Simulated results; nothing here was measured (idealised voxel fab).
voxel ribs on slabs: a process module
This is section cut - it's 260 nm across, gridded in 5 nm square cells.
Just so we're on the same page, the cross-sections are grids of square cells, and they're listed out in bands top to bottom, each band one or more rows deep.
For a band, the entry starts with two heights in nm, that of the top and then that of the bottom, and carries on with the band's materials in order from left to right, each alongside its width in nm; the word "everywhere" beside a single material means it fills the band edge to edge, and "empty" means empty space.
Heights are measured from 0, the level below which the as-received wafer is all one material; the lowest band has no bottom and continues downward, written as in "from 0 down".
When a width is written as two numbers, as in "30->40", the first number is the width in the top row of cells of the band and the second is the width in its bottom row, and the width changes by the same amount from each row to the next.
Key: "remains unaltered" - step with no changed cell in the cross-section.
Empty spaces counting at least 8 cells and having no open way to the top are listed in "Fully enclosed voids". The notation width x height at distance is used for each, the distance being from the left edge and all three values in nm.
Anything after a step's settings on that line? It's the simulator's own note about the step.
Regarding "overlay nm": on a step with a mask, it is the distance the mask lay to the right of its planned place; a negative value places it to the left.
[Planned step list for the process]
1: op RECEIVE | material Si
2: op DIRECTIONAL_DEP | material SiO2 | thk nm 25
3: op DIRECTIONAL_DEP | material SiN | thk nm 20
4: op MASKED_ETCH | tone cover | mask id RIB | width nm 30 | etch materials SiN | depth nm 5 | overlay nm 0
5: op DIRECTIONAL_DEP | material aC | thk nm 10
6: op PATTERN | tone cover | mask id SLAB | material resist | width nm 80 | thk nm 25 | overlay nm 0
7: op DIRECTIONAL_ETCH | etch materials aC | depth nm 10
8: op STRIP | etch materials resist
9: op DIRECTIONAL_ETCH | etch materials SiN | depth nm 15
10: op STRIP | etch materials aC
11: op FILL_DEP | material SiO2 | thk nm 20
12: op CMP | height nm 55
13: op DIRECTIONAL_DEP | material W | thk nm 10
14: op MASKED_ETCH | tone cover | mask id HEATER | width nm 40 | etch materials W | depth nm 10 | overlay nm 0
15: op CONFORMAL_DEP | material SiN | thk nm 5
[Wafer as received: cross-section following step 1]
  from 0 down | Si everywhere
  Fully enclosed voids: none
[Cross-section: first of two wafers, module finished, run according to plan]
  from 70 to 65 | empty 105 nm; SiN 50 nm; empty 105 nm
  from 65 to 60 | empty 105 nm; SiN 5 nm; W 40 nm; SiN 5 nm; empty 105 nm
  from 60 to 55 | SiN 110 nm; W 40 nm; SiN 110 nm
  from 55 to 45 | SiO2 everywhere
  from 45 to 40 | SiO2 115 nm; SiN 30 nm; SiO2 115 nm
  from 40 to 25 | SiO2 90 nm; SiN 80 nm; SiO2 90 nm
  from 25 to 0 | SiO2 everywhere
  from 0 down | Si everywhere
  Fully enclosed voids: none
[The second wafer, shown in cross-section after the module: started the same way as the first and given the same plan, yet one mistake crept into how it was run]
  from 70 to 55 | SiN everywhere
  from 55 to 45 | SiO2 everywhere
  from 45 to 40 | SiO2 115 nm; SiN 30 nm; SiO2 115 nm
  from 40 to 25 | SiO2 90 nm; SiN 80 nm; SiO2 90 nm
  from 25 to 0 | SiO2 everywhere
  from 0 down | Si everywhere
  Fully enclosed voids: none
Which mistake was made when the wafer was run? step 13 ran differently from the plan; actual operation with settings: op DIRECTIONAL_DEP | material SiN | thk nm 10
Count the cells at the end and the second wafer has more or fewer of some materials than the first: +100 SiN, -16 W
